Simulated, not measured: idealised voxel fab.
A process module follows: voxel gate over fins.
cross-section cut | 255 nm wide | cells 5 nm
Throughout this document, each cross-section is represented as a grid of square cells and is presented as a sequence of bands enumerated from the top downward, where a band comprises one or more rows of cells.
Per band: top height and bottom height in nm, followed by the left-to-right materials and their widths in nm; "full width" marks a single material spanning edge to edge, "air" marks empty space.
Heights from 0 (as-received wafer is one material below). Bottom band endless downward, as "0 down".
You'd read "30->40" like this: the band's top row of cells is as wide as the first number, its bottom row is as wide as the second, and going down, every row changes width by the same amount as the row before did.
It should be understood that the words "remained the same", when stated for a given step, signify that the cross-section underwent no change in any of its cells during that step.
Closed empty spaces (no open way to the top) of 8 cells or more are what "Catalogued sealed voids" lists, each as width x height at distance from the left edge, nm for all three.
Anything after a step's settings on that line? It's the simulator's own note about the step.
When a step includes a mask, the "overlay nm" setting on its line states how far to the right of its planned place that mask lay, and negative values state how far to the left.
Process steps (planned)
- 1: RECEIVE | material Si
- 2: CONFORMAL_DEP | material SiN | thk nm 10
- 3: MASKED_ETCH | tone cover | mask id FINS | width nm 15 | pitch nm 60 | etch materials SiN | depth nm 10 | overlay nm 0
- 4: MASKED_ETCH | tone cover | mask id FINS | width nm 15 | pitch nm 60 | etch materials Si | depth nm 35 | overlay nm 0
- 5: OXIDIZE | depth nm 5
- 6: FILL_DEP | material SiO2 | thk nm 10
- 7: CMP | height nm 10
- 8: PATTERN | tone open | mask id RAIL | material resist | width nm 15 | thk nm 20 | overlay nm 0
- 9: DIRECTIONAL_ETCH | etch materials SiO2 | depth nm 40
- 10: STRIP | etch materials resist
- 11: CONFORMAL_DEP | material TiN | thk nm 5
- 12: FILL_DEP | material Ru | thk nm 5
- 13: CMP | height nm 10
- 14: SELECTIVE_ETCH | etch materials W Ru TiN | depth nm 30
- 15: FILL_DEP | material SiO2 | thk nm 5
- 16: CMP | height nm 10
- 17: SELECTIVE_ETCH | etch materials SiO2 | depth nm 25
- 18: STRIP | etch materials SiN
- 19: CONFORMAL_DEP | material HfO2 | thk nm 5
- 20: CONFORMAL_DEP | material TiN | thk nm 5
- 21: FILL_DEP | material W | thk nm 15
- 22: CMP | height nm 20
- 23: CONFORMAL_DEP | material SiCN | thk nm 10
First of two wafers: run as planned
Incoming wafer in cross-section (state: after step 1)
- 0 down | Si full width
- Catalogued sealed voids: none
Presented here is a cross-section of the wafer after step 2 has been performed
- 10 to 0 | SiN full width
- All layers under 0 are left as they were.
Presented here is a cross-section of the wafer after step 3 has been performed
- 10 to 0 | air 60, SiN 15, air 45, SiN 15, air 45, SiN 15, air 60
- All layers under 0 are left as they were.
Presented here is a cross-section of the wafer after step 4 has been performed
- 10 to 0 | air 60, SiN 15, air 45, SiN 15, air 45, SiN 15, air 60
- 0 to -35 | air 60, Si 15, air 45, Si 15, air 45, Si 15, air 60
- All layers under -35 are left as they were.
Presented here is a cross-section of the wafer after step 5 has been performed
- 10 to 0 | air 60, SiN 15, air 45, SiN 15, air 45, SiN 15, air 60
- 0 to -35 | air 60, SiO2 5, Si 5, SiO2 5, air 45, SiO2 5, Si 5, SiO2 5, air 45, SiO2 5, Si 5, SiO2 5, air 60
- -35 to -40 | SiO2 65, Si 5, SiO2 55, Si 5, SiO2 55, Si 5, SiO2 65
- All layers under -40 are left as they were.
Presented here is a cross-section of the wafer after step 6 has been performed
- 20 to 10 | SiO2 full width
- 10 to 0 | SiO2 60, SiN 15, SiO2 45, SiN 15, SiO2 45, SiN 15, SiO2 60
- 0 to -40 | SiO2 65, Si 5, SiO2 55, Si 5, SiO2 55, Si 5, SiO2 65
- All layers under -40 are left as they were.
Presented here is a cross-section of the wafer after step 7 has been performed
- 10 to 0 | SiO2 60, SiN 15, SiO2 45, SiN 15, SiO2 45, SiN 15, SiO2 60
- All layers under 0 are left as they were.
Presented here is a cross-section of the wafer after step 8 has been performed
- 30 to 10 | resist 90, air 15, resist 150
- All layers under 10 are left as they were.
Presented here is a cross-section of the wafer after step 9 has been performed
- 30 to 10 | resist 90, air 15, resist 150
- 10 to 0 | SiO2 60, SiN 15, SiO2 15, air 15, SiO2 15, SiN 15, SiO2 45, SiN 15, SiO2 60
- 0 to -30 | SiO2 65, Si 5, SiO2 20, air 15, SiO2 20, Si 5, SiO2 55, Si 5, SiO2 65
- All layers under -30 are left as they were.
Presented here is a cross-section of the wafer after step 10 has been performed
- 10 to 0 | SiO2 60, SiN 15, SiO2 15, air 15, SiO2 15, SiN 15, SiO2 45, SiN 15, SiO2 60
- All layers under 0 are left as they were.
Presented here is a cross-section of the wafer after step 11 has been performed
- 15 to 10 | TiN 95, air 5, TiN 155
- 10 to 0 | SiO2 60, SiN 15, SiO2 15, TiN 5, air 5, TiN 5, SiO2 15, SiN 15, SiO2 45, SiN 15, SiO2 60
- 0 to -25 | SiO2 65, Si 5, SiO2 20, TiN 5, air 5, TiN 5, SiO2 20, Si 5, SiO2 55, Si 5, SiO2 65
- -25 to -30 | SiO2 65, Si 5, SiO2 20, TiN 15, SiO2 20, Si 5, SiO2 55, Si 5, SiO2 65
- All layers under -30 are left as they were.
Presented here is a cross-section of the wafer after step 12 has been performed
- 20 to 15 | Ru full width
- 15 to 10 | TiN 95, Ru 5, TiN 155
- 10 to 0 | SiO2 60, SiN 15, SiO2 15, TiN 5, Ru 5, TiN 5, SiO2 15, SiN 15, SiO2 45, SiN 15, SiO2 60
- 0 to -25 | SiO2 65, Si 5, SiO2 20, TiN 5, Ru 5, TiN 5, SiO2 20, Si 5, SiO2 55, Si 5, SiO2 65
- All layers under -25 are left as they were.
Presented here is a cross-section of the wafer after step 13 has been performed
- 10 to 0 | SiO2 60, SiN 15, SiO2 15, TiN 5, Ru 5, TiN 5, SiO2 15, SiN 15, SiO2 45, SiN 15, SiO2 60
- All layers under 0 are left as they were.
Presented here is a cross-section of the wafer after step 14 has been performed
- 10 to 0 | SiO2 60, SiN 15, SiO2 15, air 15, SiO2 15, SiN 15, SiO2 45, SiN 15, SiO2 60
- 0 to -20 | SiO2 65, Si 5, SiO2 20, air 15, SiO2 20, Si 5, SiO2 55, Si 5, SiO2 65
- All layers under -20 are left as they were.
Presented here is a cross-section of the wafer after step 15 has been performed
- 15 to 10 | SiO2 full width
- 10 to 0 | SiO2 60, SiN 15, SiO2 45, SiN 15, SiO2 45, SiN 15, SiO2 60
- 0 to -20 | SiO2 65, Si 5, SiO2 55, Si 5, SiO2 55, Si 5, SiO2 65
- All layers under -20 are left as they were.
Presented here is a cross-section of the wafer after step 16 has been performed
- 10 to 0 | SiO2 60, SiN 15, SiO2 45, SiN 15, SiO2 45, SiN 15, SiO2 60
- All layers under 0 are left as they were.
Presented here is a cross-section of the wafer after step 17 has been performed
- 10 to 0 | air 60, SiN 15, air 45, SiN 15, air 45, SiN 15, air 60
- 0 to -15 | air 65, Si 5, air 55, Si 5, air 55, Si 5, air 65
- All layers under -15 are left as they were.
Presented here is a cross-section of the wafer after step 18 has been performed
- 0 to -15 | air 65, Si 5, air 55, Si 5, air 55, Si 5, air 65
- All layers under -15 are left as they were.
Presented here is a cross-section of the wafer after step 19 has been performed
- 5 to 0 | air 60, HfO2 15, air 45, HfO2 15, air 45, HfO2 15, air 60
- 0 to -10 | air 60, HfO2 5, Si 5, HfO2 5, air 45, HfO2 5, Si 5, HfO2 5, air 45, HfO2 5, Si 5, HfO2 5, air 60
- -10 to -15 | HfO2 65, Si 5, HfO2 55, Si 5, HfO2 55, Si 5, HfO2 65
- All layers under -15 are left as they were.
Presented here is a cross-section of the wafer after step 20 has been performed
- 10 to 5 | air 55, TiN 25, air 35, TiN 25, air 35, TiN 25, air 55
- 5 to 0 | air 55, TiN 5, HfO2 15, TiN 5, air 35, TiN 5, HfO2 15, TiN 5, air 35, TiN 5, HfO2 15, TiN 5, air 55
- 0 to -5 | air 55, TiN 5, HfO2 5, Si 5, HfO2 5, TiN 5, air 35, TiN 5, HfO2 5, Si 5, HfO2 5, TiN 5, air 35, TiN 5, HfO2 5, Si 5, HfO2 5, TiN 5, air 55
- -5 to -10 | TiN 60, HfO2 5, Si 5, HfO2 5, TiN 45, HfO2 5, Si 5, HfO2 5, TiN 45, HfO2 5, Si 5, HfO2 5, TiN 60
- All layers under -10 are left as they were.
Presented here is a cross-section of the wafer after step 21 has been performed
- 25 to 10 | W full width
- 10 to 5 | W 55, TiN 25, W 35, TiN 25, W 35, TiN 25, W 55
- 5 to 0 | W 55, TiN 5, HfO2 15, TiN 5, W 35, TiN 5, HfO2 15, TiN 5, W 35, TiN 5, HfO2 15, TiN 5, W 55
- 0 to -5 | W 55, TiN 5, HfO2 5, Si 5, HfO2 5, TiN 5, W 35, TiN 5, HfO2 5, Si 5, HfO2 5, TiN 5, W 35, TiN 5, HfO2 5, Si 5, HfO2 5, TiN 5, W 55
- All layers under -5 are left as they were.
Presented here is a cross-section of the wafer after step 22 has been performed
- 20 to 10 | W full width
- All layers under 10 are left as they were.
Presented here is a cross-section of the wafer after step 23 has been performed
- 30 to 20 | SiCN full width
- All layers under 20 are left as they were.
Regarding the second of the two wafers: it shared the first wafer's starting condition and process plan, yet one error occurred during its execution. Its history coincides with that of the first wafer up to and including step 7
At the planned end of step 8, the second wafer in cross-section
- 30 to 10 | resist 90, air 20, resist 145
- All layers under 10 are left as they were.
At the planned end of step 9, the second wafer in cross-section
- 30 to 10 | resist 90, air 20, resist 145
- 10 to 0 | SiO2 60, SiN 15, SiO2 15, air 20, SiO2 10, SiN 15, SiO2 45, SiN 15, SiO2 60
- 0 to -30 | SiO2 65, Si 5, SiO2 20, air 20, SiO2 15, Si 5, SiO2 55, Si 5, SiO2 65
- All layers under -30 are left as they were.
At the planned end of step 10, the second wafer in cross-section
- 10 to 0 | SiO2 60, SiN 15, SiO2 15, air 20, SiO2 10, SiN 15, SiO2 45, SiN 15, SiO2 60
- All layers under 0 are left as they were.
At the planned end of step 11, the second wafer in cross-section
- 15 to 10 | TiN 95, air 10, TiN 150
- 10 to 0 | SiO2 60, SiN 15, SiO2 15, TiN 5, air 10, TiN 5, SiO2 10, SiN 15, SiO2 45, SiN 15, SiO2 60
- 0 to -25 | SiO2 65, Si 5, SiO2 20, TiN 5, air 10, TiN 5, SiO2 15, Si 5, SiO2 55, Si 5, SiO2 65
- -25 to -30 | SiO2 65, Si 5, SiO2 20, TiN 20, SiO2 15, Si 5, SiO2 55, Si 5, SiO2 65
- All layers under -30 are left as they were.
At the planned end of step 12, the second wafer in cross-section
- 20 to 15 | Ru full width
- 15 to 10 | TiN 95, Ru 10, TiN 150
- 10 to 0 | SiO2 60, SiN 15, SiO2 15, TiN 5, Ru 10, TiN 5, SiO2 10, SiN 15, SiO2 45, SiN 15, SiO2 60
- 0 to -25 | SiO2 65, Si 5, SiO2 20, TiN 5, Ru 10, TiN 5, SiO2 15, Si 5, SiO2 55, Si 5, SiO2 65
- All layers under -25 are left as they were.
At the planned end of step 13, the second wafer in cross-section
- 10 to 0 | SiO2 60, SiN 15, SiO2 15, TiN 5, Ru 10, TiN 5, SiO2 10, SiN 15, SiO2 45, SiN 15, SiO2 60
- All layers under 0 are left as they were.
At the planned end of step 14, the second wafer in cross-section
- 10 to 0 | SiO2 60, SiN 15, SiO2 15, air 20, SiO2 10, SiN 15, SiO2 45, SiN 15, SiO2 60
- 0 to -20 | SiO2 65, Si 5, SiO2 20, air 20, SiO2 15, Si 5, SiO2 55, Si 5, SiO2 65
- All layers under -20 are left as they were.
At the planned end of step 15, the second wafer in cross-section
- 15 to 10 | SiO2 full width
- 10 to 0 | SiO2 60, SiN 15, SiO2 45, SiN 15, SiO2 45, SiN 15, SiO2 60
- 0 to -20 | SiO2 65, Si 5, SiO2 55, Si 5, SiO2 55, Si 5, SiO2 65
- All layers under -20 are left as they were.
At the planned end of step 16, the second wafer in cross-section
- 10 to 0 | SiO2 60, SiN 15, SiO2 45, SiN 15, SiO2 45, SiN 15, SiO2 60
- All layers under 0 are left as they were.
At the planned end of step 17, the second wafer in cross-section
- 10 to 0 | air 60, SiN 15, air 45, SiN 15, air 45, SiN 15, air 60
- 0 to -15 | air 65, Si 5, air 55, Si 5, air 55, Si 5, air 65
- All layers under -15 are left as they were.
At the planned end of step 18, the second wafer in cross-section
- 0 to -15 | air 65, Si 5, air 55, Si 5, air 55, Si 5, air 65
- All layers under -15 are left as they were.
At the planned end of step 19, the second wafer in cross-section
- 5 to 0 | air 60, HfO2 15, air 45, HfO2 15, air 45, HfO2 15, air 60
- 0 to -10 | air 60, HfO2 5, Si 5, HfO2 5, air 45, HfO2 5, Si 5, HfO2 5, air 45, HfO2 5, Si 5, HfO2 5, air 60
- -10 to -15 | HfO2 65, Si 5, HfO2 55, Si 5, HfO2 55, Si 5, HfO2 65
- All layers under -15 are left as they were.
At the planned end of step 20, the second wafer in cross-section
- 10 to 5 | air 55, TiN 25, air 35, TiN 25, air 35, TiN 25, air 55
- 5 to 0 | air 55, TiN 5, HfO2 15, TiN 5, air 35, TiN 5, HfO2 15, TiN 5, air 35, TiN 5, HfO2 15, TiN 5, air 55
- 0 to -5 | air 55, TiN 5, HfO2 5, Si 5, HfO2 5, TiN 5, air 35, TiN 5, HfO2 5, Si 5, HfO2 5, TiN 5, air 35, TiN 5, HfO2 5, Si 5, HfO2 5, TiN 5, air 55
- -5 to -10 | TiN 60, HfO2 5, Si 5, HfO2 5, TiN 45, HfO2 5, Si 5, HfO2 5, TiN 45, HfO2 5, Si 5, HfO2 5, TiN 60
- All layers under -10 are left as they were.
At the planned end of step 21, the second wafer in cross-section
- 25 to 10 | W full width
- 10 to 5 | W 55, TiN 25, W 35, TiN 25, W 35, TiN 25, W 55
- 5 to 0 | W 55, TiN 5, HfO2 15, TiN 5, W 35, TiN 5, HfO2 15, TiN 5, W 35, TiN 5, HfO2 15, TiN 5, W 55
- 0 to -5 | W 55, TiN 5, HfO2 5, Si 5, HfO2 5, TiN 5, W 35, TiN 5, HfO2 5, Si 5, HfO2 5, TiN 5, W 35, TiN 5, HfO2 5, Si 5, HfO2 5, TiN 5, W 55
- All layers under -5 are left as they were.
At the planned end of step 22, the second wafer in cross-section
- 20 to 10 | W full width
- All layers under 10 are left as they were.
At the planned end of step 23, the second wafer in cross-section
- 30 to 20 | SiCN full width
- All layers under 20 are left as they were.
Misprocessing identified: heads up, step 8 didn't go per plan, it actually ran as PATTERN | tone open | mask id RAIL | material resist | width nm 20 | thk nm 20 | overlay nm 0
End check, counted in cells, second wafer has more or fewer of these materials than the first: 1 more of Ru, 2 fewer of SiO2, 1 more of TiN
